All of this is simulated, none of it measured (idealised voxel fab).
process module | voxel capacitor over wiring
cross-section cut | 195 nm wide | cells 5 nm
A cross-section is a grid of square cells, given in bands from the top down. A band is one or more rows of cells.
Each band's line starts with the height of the band's top and of its bottom, in nm. Then come its materials from left to right, each with its width in nm. One material with "throughout" fills the band from edge to edge. "air" is empty space.
Height 0 is the level under which the wafer as received is all one material. The lowest band goes on downwards, as in "0 down".
A width such as "30 to 40" changes by the same amount from each row of cells to the next, from the band's top row to its bottom row.
"no change" after a step means that no cell of the cross-section changed.
closed voids: empty space of 8 cells or more with no open way to the top, each as width x height at its distance from the left edge, in nm
after a step's settings: what the simulator itself notes on the step
overlay nm, on a step with a mask: how far to the right of its planned place the mask lay; to the left if negative
plan
1 op RECEIVE | material Si
2 op CONFORMAL_DEP | material SiO2 | thk nm 15
3 op CONFORMAL_DEP | material SiCN | thk nm 5
4 op DIRECTIONAL_DEP | material lowk | thk nm 20
5 op MASKED_ETCH | tone open | mask id METAL_1 | width nm 20 | pitch nm 80 | etch materials lowk | depth nm 20 | overlay nm 0
6 op MASKED_ETCH | tone open | mask id METAL_1 | width nm 20 | pitch nm 80 | etch materials SiCN | depth nm 5 | overlay nm 0
7 op CONFORMAL_DEP | material TiN | thk nm 5
8 op FILL_DEP | material Cu | thk nm 5
9 op CMP | height nm 40
10 op CONFORMAL_DEP | material SiCN | thk nm 5
11 op DIRECTIONAL_DEP | material lowk | thk nm 20
12 op DIRECTIONAL_DEP | material aC | thk nm 10
13 op PATTERN | tone open | mask id PLUG_1 | material resist | width nm 15 | thk nm 25 | overlay nm 0
14 op DIRECTIONAL_ETCH | etch materials aC | depth nm 10
15 op STRIP | etch materials resist
16 op DIRECTIONAL_ETCH | etch materials lowk | depth nm 20
17 op DIRECTIONAL_ETCH | etch materials SiCN | depth nm 5
18 op STRIP | etch materials aC
19 op CONFORMAL_DEP | material TiN | thk nm 5
20 op FILL_DEP | material Ru | thk nm 10
21 op CMP | height nm 65
22 op DIRECTIONAL_DEP | material TiN | thk nm 5
23 op DIRECTIONAL_DEP | material Al2O3 | thk nm 5
24 op DIRECTIONAL_DEP | material TiN | thk nm 10
25 op MASKED_ETCH | tone cover | mask id UPPER_PLATE | width nm 65 | etch materials TiN | depth nm 10 | overlay nm 0
26 op MASKED_ETCH | tone cover | mask id UPPER_PLATE | width nm 65 | etch materials Al2O3 | depth nm 5 | overlay nm 0
27 op MASKED_ETCH | tone cover | mask id LOWER_PLATE | width nm 75 | etch materials TiN | depth nm 5 | overlay nm 0
28 op FILL_DEP | material SiO2 | thk nm 15
29 op CMP | height nm 95
30 op PATTERN | tone open | mask id PLUG_2 | material resist | width nm 15 | thk nm 15 | overlay nm 0
31 op DIRECTIONAL_ETCH | etch materials SiO2 | depth nm 10
32 op STRIP | etch materials resist
33 op CONFORMAL_DEP | material TiN | thk nm 5
34 op FILL_DEP | material W | thk nm 5
35 op CMP | height nm 95
36 op CONFORMAL_DEP | material SiCN | thk nm 5
first wafer, as planned
as received, after step 1
  0 down: Si throughout
  closed voids: none
after step 2
  15 to 0: SiO2 throughout
  below 0: unchanged
after step 3
  20 to 15: SiCN throughout
  below 15: unchanged
after step 4
  40 to 20: lowk throughout
  below 20: unchanged
after step 5
  40 to 20: lowk 45 | air 20 | lowk 60 | air 20 | lowk 50
  below 20: unchanged
after step 6
  40 to 20: lowk 45 | air 20 | lowk 60 | air 20 | lowk 50
  20 to 15: SiCN 45 | air 20 | SiCN 60 | air 20 | SiCN 50
  below 15: unchanged
after step 7
  45 to 40: TiN 50 | air 10 | TiN 70 | air 10 | TiN 55
  40 to 20: lowk 45 | TiN 5 | air 10 | TiN 5 | lowk 60 | TiN 5 | air 10 | TiN 5 | lowk 50
  20 to 15: SiCN 45 | TiN 20 | SiCN 60 | TiN 20 | SiCN 50
  below 15: unchanged
after step 8
  50 to 45: Cu throughout
  45 to 40: TiN 50 | Cu 10 | TiN 70 | Cu 10 | TiN 55
  40 to 20: lowk 45 | TiN 5 | Cu 10 | TiN 5 | lowk 60 | TiN 5 | Cu 10 | TiN 5 | lowk 50
  below 20: unchanged
after step 9
  40 to 20: lowk 45 | TiN 5 | Cu 10 | TiN 5 | lowk 60 | TiN 5 | Cu 10 | TiN 5 | lowk 50
  below 20: unchanged
after step 10
  45 to 40: SiCN throughout
  below 40: unchanged
after step 11
  65 to 45: lowk throughout
  below 45: unchanged
after step 12
  75 to 65: aC throughout
  below 65: unchanged
after step 13
  100 to 75: resist 50 | air 15 | resist 130
  below 75: unchanged
after step 14
  90 to 75: resist 50 | air 15 | resist 130
  75 to 65: aC 50 | air 15 | aC 130
  below 65: unchanged
after step 15
  75 to 65: aC 50 | air 15 | aC 130
  below 65: unchanged
after step 16
  75 to 65: aC 50 | air 15 | aC 130
  65 to 45: lowk 50 | air 15 | lowk 130
  below 45: unchanged
after step 17
  75 to 65: aC 50 | air 15 | aC 130
  65 to 45: lowk 50 | air 15 | lowk 130
  45 to 40: SiCN 50 | air 15 | SiCN 130
  below 40: unchanged
after step 18
  65 to 45: lowk 50 | air 15 | lowk 130
  below 45: unchanged
after step 19
  70 to 65: TiN 55 | air 5 | TiN 135
  65 to 45: lowk 50 | TiN 5 | air 5 | TiN 5 | lowk 130
  45 to 40: SiCN 50 | TiN 15 | SiCN 130
  below 40: unchanged
after step 20
  80 to 70: Ru throughout
  70 to 65: TiN 55 | Ru 5 | TiN 135
  65 to 45: lowk 50 | TiN 5 | Ru 5 | TiN 5 | lowk 130
  below 45: unchanged
after step 21
  65 to 45: lowk 50 | TiN 5 | Ru 5 | TiN 5 | lowk 130
  below 45: unchanged
after step 22
  70 to 65: TiN throughout
  below 65: unchanged
after step 23
  75 to 70: Al2O3 throughout
  below 70: unchanged
after step 24
  85 to 75: TiN throughout
  below 75: unchanged
after step 25
  85 to 75: air 50 | TiN 65 | air 80
  below 75: unchanged
after step 26
  85 to 75: air 50 | TiN 65 | air 80
  75 to 70: air 50 | Al2O3 65 | air 80
  below 70: unchanged
after step 27
  85 to 75: air 50 | TiN 65 | air 80
  75 to 70: air 50 | Al2O3 65 | air 80
  70 to 65: air 45 | TiN 75 | air 75
  below 65: unchanged
after step 28
  100 to 85: SiO2 throughout
  85 to 75: SiO2 50 | TiN 65 | SiO2 80
  75 to 70: SiO2 50 | Al2O3 65 | SiO2 80
  70 to 65: SiO2 45 | TiN 75 | SiO2 75
  below 65: unchanged
after step 29
  95 to 85: SiO2 throughout
  below 85: unchanged
after step 30
  110 to 95: resist 60 | air 15 | resist 120
  below 95: unchanged
after step 31
  110 to 95: resist 60 | air 15 | resist 120
  95 to 85: SiO2 60 | air 15 | SiO2 120
  below 85: unchanged
after step 32
  95 to 85: SiO2 60 | air 15 | SiO2 120
  below 85: unchanged
after step 33
  100 to 95: TiN 65 | air 5 | TiN 125
  95 to 90: SiO2 60 | TiN 5 | air 5 | TiN 5 | SiO2 120
  90 to 85: SiO2 60 | TiN 15 | SiO2 120
  below 85: unchanged
after step 34
  105 to 100: W throughout
  100 to 95: TiN 65 | W 5 | TiN 125
  95 to 90: SiO2 60 | TiN 5 | W 5 | TiN 5 | SiO2 120
  below 90: unchanged
after step 35
  95 to 90: SiO2 60 | TiN 5 | W 5 | TiN 5 | SiO2 120
  below 90: unchanged
after step 36
  100 to 95: SiCN throughout
  below 95: unchanged
second wafer: like start, like plan, one mistake. Through step 29 it matches the first wafer
when step 30 should have ended
  110 to 95: air 60 | resist 15 | air 120
  below 95: unchanged
when step 31 should have ended
  110 to 95: air 60 | resist 15 | air 120
  95 to 85: air 60 | SiO2 15 | air 120
  below 85: unchanged
when step 32 should have ended
  95 to 85: air 60 | SiO2 15 | air 120
  below 85: unchanged
when step 33 should have ended
  100 to 95: air 55 | TiN 25 | air 115
  95 to 90: air 55 | TiN 5 | SiO2 15 | TiN 5 | air 115
  90 to 85: TiN 60 | SiO2 15 | TiN 120
  below 85: unchanged
when step 34 should have ended
  105 to 100: W throughout
  100 to 95: W 55 | TiN 25 | W 115
  95 to 90: W 55 | TiN 5 | SiO2 15 | TiN 5 | W 115
  below 90: unchanged
when step 35 should have ended
  95 to 90: W 55 | TiN 5 | SiO2 15 | TiN 5 | W 115
  below 90: unchanged
when step 36 should have ended
  100 to 95: SiCN throughout
  below 95: unchanged
what went wrong: step 30 ran as: op PATTERN | tone cover | mask id PLUG_2 | material resist | width nm 15 | thk nm 15 | overlay nm 0
at the end the second wafer has, in cells: 66 fewer of SiO2 | 33 more of TiN | 33 more of W
